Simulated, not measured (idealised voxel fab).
Presented below is a process module, voxel transistor to metal.
Displayed cross-section: cut, width of 290 nm, square cells sized 5 nm.
Notation: cross-section as square-cell grid; stated in bands, top first, going down; one or more cell rows per band. Band: top height; bottom height; in nm. Then, left to right: material with width in nm, for each material. "all across": a single material spanning edge to edge. "blank": empty space. Convention: height 0 is the level below which the wafer, as received, is all one material. The lowest band does not terminate at the bottom but continues downward, represented as "top 0, no bottom". Think of "30 to 40" as a width that walks from the first number to the second as you go down the band, top row to bottom row, taking equal-sized steps from row to row. What does "nothing altered" mean for a step? It means no cell of the cross-section changed in that step. Under "Enclosed void entries" you'll find the enclosed gaps, the ones with no way out to the top, that are 8 cells or bigger; each reads width x height at distance, with distance counted from the left edge, everything in nm. Whatever follows a step's settings on its line is a remark the simulator itself makes about that step. "overlay nm" answers the question of how far to the right of plan the mask lay on a step that has a mask, and when it is negative the answer is to the left.

# Process steps - plan
1,RECEIVE, material Si
2,CONFORMAL_DEP, material SiO2, thk nm 5
3,CONFORMAL_DEP, material SiN, thk nm 10
4,MASKED_ETCH, tone cover, mask id ACTIVE, width nm 115, pitch nm 135, etch materials SiN, depth nm 10, overlay nm 0
5,MASKED_ETCH, tone cover, mask id ACTIVE, width nm 115, pitch nm 135, etch materials SiO2, depth nm 5, overlay nm 0
6,MASKED_ETCH, tone cover, mask id ACTIVE, width nm 115, pitch nm 135, etch materials Si, depth nm 30, overlay nm 0
7,FILL_DEP, material SiO2, thk nm 5
8,CMP, height nm 15
9,SELECTIVE_ETCH, etch materials SiO2, depth nm 5
10,STRIP, etch materials SiN
11,SELECTIVE_ETCH, etch materials SiO2, depth nm 5
12,OXIDIZE, depth nm 5
13,DIRECTIONAL_DEP, material polySi, thk nm 30
14,DIRECTIONAL_DEP, material SiCN, thk nm 10
15,PATTERN, tone cover, mask id GATE, material resist, width nm 35, pitch nm 135, thk nm 20, overlay nm 0
16,DIRECTIONAL_ETCH, etch materials SiCN, depth nm 20
17,DIRECTIONAL_ETCH, etch materials polySi, depth nm 40
18,STRIP, etch materials resist
19,CONFORMAL_DEP, material SiO2, thk nm 5
20,DIRECTIONAL_ETCH, etch materials SiO2, depth nm 5
21,CONFORMAL_DEP, material SiN, thk nm 10
22,DIRECTIONAL_ETCH, etch materials SiN, depth nm 10
23,DIRECTIONAL_ETCH, etch materials SiO2, depth nm 5
24,EPI, material SiGe, thk nm 5
25,FILL_DEP, material SiO2, thk nm 10
26,CMP, height nm 30
27,STRIP, etch materials polySi
28,SELECTIVE_ETCH, etch materials SiO2, depth nm 5
29,CONFORMAL_DEP, material HfO2, thk nm 5
30,CONFORMAL_DEP, material TiN, thk nm 5
31,FILL_DEP, material W, thk nm 10
32,CMP, height nm 25
33,DIRECTIONAL_DEP, material SiO2, thk nm 15
34,PATTERN, tone open, mask id CONTACT, material resist, width nm 15, thk nm 15, overlay nm 0
35,DIRECTIONAL_ETCH, etch materials SiO2, depth nm 40
36,STRIP, etch materials resist
37,CONFORMAL_DEP, material TiN, thk nm 5
38,FILL_DEP, material Ru, thk nm 5
39,CMP, height nm 40
40,DIRECTIONAL_DEP, material TiN, thk nm 5
41,DIRECTIONAL_DEP, material Ru, thk nm 15
42,MASKED_ETCH, tone cover, mask id METAL_1, width nm 15, etch materials Ru, depth nm 15, overlay nm 0
43,MASKED_ETCH, tone cover, mask id METAL_1, width nm 15, etch materials TiN, depth nm 5, overlay nm 0
44,FILL_DEP, material lowk, thk nm 10
45,CMP, height nm 60
46,CONFORMAL_DEP, material SiN, thk nm 5

# Shown in cross-section is the wafer as received, that is, as it stands after step 1
	top 0, no bottom | Si all across
	Enclosed void entries: none

# Module complete, cross-section. Starting point and plan per above. One mistake made in running the module
	top 65, bottom 60 | SiN all across
	top 60, bottom 45 | lowk (25)  Ru (15)  lowk (75)  Ru (15)  lowk (30)  Ru (15)  lowk (75)  Ru (15)  lowk (25)
	top 45, bottom 40 | lowk (25)  TiN (15)  lowk (75)  TiN (15)  lowk (30)  TiN (15)  lowk (75)  TiN (15)  lowk (25)
	top 40, bottom 25 | SiO2 (25)  TiN (5)  Ru (5)  TiN (5)  SiO2 (75)  TiN (5)  Ru (5)  TiN (5)  SiO2 (30)  TiN (5)  Ru (5)  TiN (5)  SiO2 (75)  TiN (5)  Ru (5)  TiN (5)  SiO2 (25)
	top 25, bottom 10 | SiO2 (25)  TiN (5)  Ru (5)  TiN (5)  SiO2 (5)  SiN (10)  TiN (5)  HfO2 (5)  W (25)  HfO2 (5)  TiN (5)  SiN (10)  SiO2 (5)  TiN (5)  Ru (5)  TiN (5)  SiO2 (30)  TiN (5)  Ru (5)  TiN (5)  SiO2 (5)  SiN (10)  TiN (5)  HfO2 (5)  W (25)  HfO2 (5)  TiN (5)  SiN (10)  SiO2 (5)  TiN (5)  Ru (5)  TiN (5)  SiO2 (25)
	top 10, bottom 5 | SiO2 (25)  TiN (15)  SiO2 (5)  SiN (10)  TiN (5)  HfO2 (5)  W (25)  HfO2 (5)  TiN (5)  SiN (10)  SiO2 (5)  TiN (15)  SiO2 (30)  TiN (15)  SiO2 (5)  SiN (10)  TiN (5)  HfO2 (5)  W (25)  HfO2 (5)  TiN (5)  SiN (10)  SiO2 (5)  TiN (15)  SiO2 (25)
	top 5, bottom 0 | SiO2 (20)  SiN (10)  TiN (10)  SiO2 (5)  SiN (10)  TiN (5)  HfO2 (35)  TiN (5)  SiN (10)  SiO2 (5)  TiN (10)  SiN (10)  SiO2 (20)  SiN (10)  TiN (10)  SiO2 (5)  SiN (10)  TiN (5)  HfO2 (35)  TiN (5)  SiN (10)  SiO2 (5)  TiN (10)  SiN (10)  SiO2 (20)
	top 0, bottom -5 | SiO2 (30)  SiGe (15)  SiO2 (10)  TiN (45)  SiO2 (10)  SiGe (15)  SiO2 (40)  SiGe (15)  SiO2 (10)  TiN (45)  SiO2 (10)  SiGe (15)  SiO2 (30)
	top -5, bottom -30 | SiO2 (20)  Si (115)  SiO2 (20)  Si (115)  SiO2 (20)
	top -30, no bottom | Si all across
	Enclosed void entries: none
what went wrong: swap of plan steps 29 and 30 during execution
